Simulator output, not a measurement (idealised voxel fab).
process module | voxel self aligned vias
cross-section cut | 210 nm wide | cells 5 nm
A cross-section is a grid of square cells, given in bands from the top down. A band is one or more rows of cells.
Each band's line starts with the height of the band's top and of its bottom, in nm. Then come its materials from left to right, each with its width in nm. One material with "throughout" fills the band from edge to edge. "air" is empty space.
Height 0 is the level under which the wafer as received is all one material. The lowest band goes on downwards, as in "0 down".
A width such as "30 to 40" changes by the same amount from each row of cells to the next, from the band's top row to its bottom row.
"no change" after a step means that no cell of the cross-section changed.
closed voids: empty space of 8 cells or more with no open way to the top, each as width x height at its distance from the left edge, in nm
after a step's settings: what the simulator itself notes on the step
overlay nm, on a step with a mask: how far to the right of its planned place the mask lay; to the left if negative
plan
1 op RECEIVE | material Si
2 op CONFORMAL_DEP | material SiO2 | thk nm 10
3 op CONFORMAL_DEP | material SiCN | thk nm 5
4 op DIRECTIONAL_DEP | material SiO2 | thk nm 30
5 op DIRECTIONAL_DEP | material aC | thk nm 10
6 op PATTERN | tone open | mask id LINES | material resist | width nm 25 | pitch nm 55 | thk nm 25 | overlay nm 0
7 op DIRECTIONAL_ETCH | etch materials aC | depth nm 10
8 op STRIP | etch materials resist
9 op DIRECTIONAL_ETCH | etch materials SiO2 | depth nm 30
10 op STRIP | etch materials aC
11 op CONFORMAL_DEP | material TiN | thk nm 5
12 op FILL_DEP | material Ru | thk nm 5
13 op CMP | height nm 45
14 op SELECTIVE_ETCH | etch materials W Ru TiN | depth nm 10
15 op FILL_DEP | material SiN | thk nm 5
16 op CMP | height nm 45
17 op DIRECTIONAL_DEP | material SiO2 | thk nm 15
18 op PATTERN | tone open | mask id VIAS | material resist | width nm 35 | thk nm 15 | overlay nm 0
19 op DIRECTIONAL_ETCH | etch materials SiO2 | depth nm 15
20 op DIRECTIONAL_ETCH | etch materials SiN | depth nm 10
21 op STRIP | etch materials resist
22 op CONFORMAL_DEP | material TiN | thk nm 5
23 op FILL_DEP | material W | thk nm 10
24 op CMP | height nm 60
25 op CONFORMAL_DEP | material SiN | thk nm 5
first wafer, as planned
as received, after step 1
  0 down: Si throughout
  closed voids: none
after step 2
  10 to 0: SiO2 throughout
  below 0: unchanged
after step 3
  15 to 10: SiCN throughout
  below 10: unchanged
after step 4
  45 to 15: SiO2 throughout
  below 15: unchanged
after step 5
  55 to 45: aC throughout
  below 45: unchanged
after step 6
  80 to 55: resist 65 | air 25 | resist 30 | air 25 | resist 65
  below 55: unchanged
after step 7
  70 to 55: resist 65 | air 25 | resist 30 | air 25 | resist 65
  55 to 45: aC 65 | air 25 | aC 30 | air 25 | aC 65
  below 45: unchanged
after step 8
  55 to 45: aC 65 | air 25 | aC 30 | air 25 | aC 65
  below 45: unchanged
after step 9
  55 to 45: aC 65 | air 25 | aC 30 | air 25 | aC 65
  45 to 15: SiO2 65 | air 25 | SiO2 30 | air 25 | SiO2 65
  below 15: unchanged
after step 10
  45 to 15: SiO2 65 | air 25 | SiO2 30 | air 25 | SiO2 65
  below 15: unchanged
after step 11
  50 to 45: TiN 70 | air 15 | TiN 40 | air 15 | TiN 70
  45 to 20: SiO2 65 | TiN 5 | air 15 | TiN 5 | SiO2 30 | TiN 5 | air 15 | TiN 5 | SiO2 65
  20 to 15: SiO2 65 | TiN 25 | SiO2 30 | TiN 25 | SiO2 65
  below 15: unchanged
after step 12
  55 to 50: Ru throughout
  50 to 45: TiN 70 | Ru 15 | TiN 40 | Ru 15 | TiN 70
  45 to 20: SiO2 65 | TiN 5 | Ru 15 | TiN 5 | SiO2 30 | TiN 5 | Ru 15 | TiN 5 | SiO2 65
  below 20: unchanged
after step 13
  45 to 20: SiO2 65 | TiN 5 | Ru 15 | TiN 5 | SiO2 30 | TiN 5 | Ru 15 | TiN 5 | SiO2 65
  below 20: unchanged
after step 14
  45 to 35: SiO2 65 | air 25 | SiO2 30 | air 25 | SiO2 65
  below 35: unchanged
after step 15
  50 to 45: SiN throughout
  45 to 35: SiO2 65 | SiN 25 | SiO2 30 | SiN 25 | SiO2 65
  below 35: unchanged
after step 16
  45 to 35: SiO2 65 | SiN 25 | SiO2 30 | SiN 25 | SiO2 65
  below 35: unchanged
after step 17
  60 to 45: SiO2 throughout
  below 45: unchanged
after step 18
  75 to 60: resist 60 | air 35 | resist 115
  below 60: unchanged
after step 19
  75 to 60: resist 60 | air 35 | resist 115
  60 to 45: SiO2 60 | air 35 | SiO2 115
  below 45: unchanged
after step 20
  75 to 60: resist 60 | air 35 | resist 115
  60 to 45: SiO2 60 | air 35 | SiO2 115
  45 to 35: SiO2 65 | air 25 | SiO2 30 | SiN 25 | SiO2 65
  below 35: unchanged
after step 21
  60 to 45: SiO2 60 | air 35 | SiO2 115
  below 45: unchanged
after step 22
  65 to 60: TiN 65 | air 25 | TiN 120
  60 to 50: SiO2 60 | TiN 5 | air 25 | TiN 5 | SiO2 115
  50 to 45: SiO2 60 | TiN 10 | air 15 | TiN 10 | SiO2 115
  45 to 40: SiO2 65 | TiN 5 | air 15 | TiN 5 | SiO2 30 | SiN 25 | SiO2 65
  40 to 35: SiO2 65 | TiN 25 | SiO2 30 | SiN 25 | SiO2 65
  below 35: unchanged
after step 23
  75 to 65: W throughout
  65 to 60: TiN 65 | W 25 | TiN 120
  60 to 50: SiO2 60 | TiN 5 | W 25 | TiN 5 | SiO2 115
  50 to 45: SiO2 60 | TiN 10 | W 15 | TiN 10 | SiO2 115
  45 to 40: SiO2 65 | TiN 5 | W 15 | TiN 5 | SiO2 30 | SiN 25 | SiO2 65
  below 40: unchanged
after step 24
  60 to 50: SiO2 60 | TiN 5 | W 25 | TiN 5 | SiO2 115
  below 50: unchanged
after step 25
  65 to 60: SiN throughout
  below 60: unchanged
second wafer: like start, like plan, one mistake. Through step 23 it matches the first wafer
when step 24 should have ended: no change
when step 25 should have ended
  80 to 75: SiN throughout
  below 75: unchanged
what went wrong: step 24 was left out
at the end the second wafer has, in cells: 37 more of TiN | 89 more of W
